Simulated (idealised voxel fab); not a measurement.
Process module in this document: voxel self aligned vias
In the cross-section labelled cut, the width is 220 nm and each square cell is 5 nm.
In this document a cross-section is written as a grid of square cells. It is given as a series of bands, listed from the top down, and a band is one or more rows of cells.
Heads up on the band format: heights come first, top then bottom, in nm. After that it's the materials left to right, each with its width in nm. A single material flagged "throughout" fills the whole band edge to edge, and "empty" means there's empty space there.
We count height from 0. Below that, the starting wafer is all one material. The lowest band never ends at the bottom but goes on down; see "from 0 down" for how that is written.
So if you see something like "30 to 40" for the width, read it as the top row of the band sitting at the first number and the bottom row at the second, with every row in between moving by the same amount as the last.
No cell of the cross-section changed in a step that is given as "changes: none".
"Internal closed voids": empty spaces of 8 cells or more with no open way to the top, each given as width x height at distance, distance from the left edge, all in nm.
Where a step's line continues beyond its settings, the continuation is a remark by the simulator itself on that step.
overlay nm: mask right of planned place by this much (step with mask). Neg. = left.

THIS SECTION LISTS THE PROCESS STEPS THAT WERE PLANNED
1) RECEIVE: material Si
2) CONFORMAL_DEP: material SiO2, thk nm 10
3) CONFORMAL_DEP: material SiCN, thk nm 5
4) DIRECTIONAL_DEP: material lowk, thk nm 30
5) DIRECTIONAL_DEP: material aC, thk nm 10
6) PATTERN: tone open, mask id LINES, material resist, width nm 30, pitch nm 70, thk nm 30, overlay nm 0
7) DIRECTIONAL_ETCH: etch materials aC, depth nm 10
8) STRIP: etch materials resist
9) DIRECTIONAL_ETCH: etch materials lowk, depth nm 30
10) STRIP: etch materials aC
11) CONFORMAL_DEP: material TiN, thk nm 5
12) FILL_DEP: material W, thk nm 5
13) CMP: height nm 45
14) SELECTIVE_ETCH: etch materials W Ru TiN, depth nm 10
15) FILL_DEP: material SiN, thk nm 10
16) CMP: height nm 45
17) DIRECTIONAL_DEP: material lowk, thk nm 15
18) MASKED_ETCH: tone open, mask id VIAS, width nm 40, pitch nm 70, etch materials lowk, depth nm 15, overlay nm 0
19) MASKED_ETCH: tone open, mask id VIAS, width nm 40, pitch nm 70, etch materials SiN, depth nm 10, overlay nm 0
20) CONFORMAL_DEP: material TiN, thk nm 5
21) FILL_DEP: material W, thk nm 10
22) CMP: height nm 60
23) CONFORMAL_DEP: material SiCN, thk nm 5

WAFER AT RECEIPT (POST STEP 1), CROSS-SECTION
* from 0 down  Si throughout
* Internal closed voids: none

POST-MODULE CROSS-SECTION OF THE FIRST OF TWO WAFERS (RUN PER PLAN)
* from 65 to 60  SiCN throughout
* from 60 to 50  lowk 55, then TiN 5, then W 30, then TiN 5, then lowk 30, then TiN 5, then W 30, then TiN 5, then lowk 55
* from 50 to 40  lowk 55 to 60, then TiN 10 to 5, then W 20, then TiN 10 to 5, then lowk 30 to 40, then TiN 10 to 5, then W 20, then TiN 10 to 5, then lowk 55 to 60
* from 40 to 35  lowk 60, then TiN 30, then lowk 40, then TiN 30, then lowk 60
* from 35 to 20  lowk 60, then TiN 5, then W 20, then TiN 5, then lowk 40, then TiN 5, then W 20, then TiN 5, then lowk 60
* from 20 to 15  lowk 60, then TiN 30, then lowk 40, then TiN 30, then lowk 60
* from 15 to 10  SiCN throughout
* from 10 to 0  SiO2 throughout
* from 0 down  Si throughout
* Internal closed voids: none

END OF MODULE, SECOND WAFER, CROSS-SECTION. STARTED LIKE THE FIRST, PLANNED LIKE THE FIRST, RUN WITH ONE MISTAKE
* from 65 to 60  SiCN throughout
* from 60 to 50  lowk 55, then TiN 5, then W 30, then TiN 5, then lowk 30, then TiN 5, then W 30, then TiN 5, then lowk 55
* from 50 to 40  lowk 55 to 60, then TiN 10 to 5, then W 20, then TiN 10 to 5, then lowk 30 to 40, then TiN 10 to 5, then W 20, then TiN 10 to 5, then lowk 55 to 60
* from 40 to 35  lowk 60, then TiN 30, then lowk 40, then TiN 30, then lowk 60
* from 35 to 20  lowk 60, then TiN 5, then W 20, then TiN 5, then lowk 40, then TiN 5, then W 20, then TiN 5, then lowk 60
* from 20 to 15  lowk 60, then TiN 30, then lowk 40, then TiN 30, then lowk 60
* from 15 to 5  SiO2 throughout
* from 5 to 0  SiCN throughout
* from 0 down  Si throughout
* Internal closed voids: none
what went wrong: plan steps 2 and 3 run swapped
Cell counts per material: same on both final wafers. Positions: different.
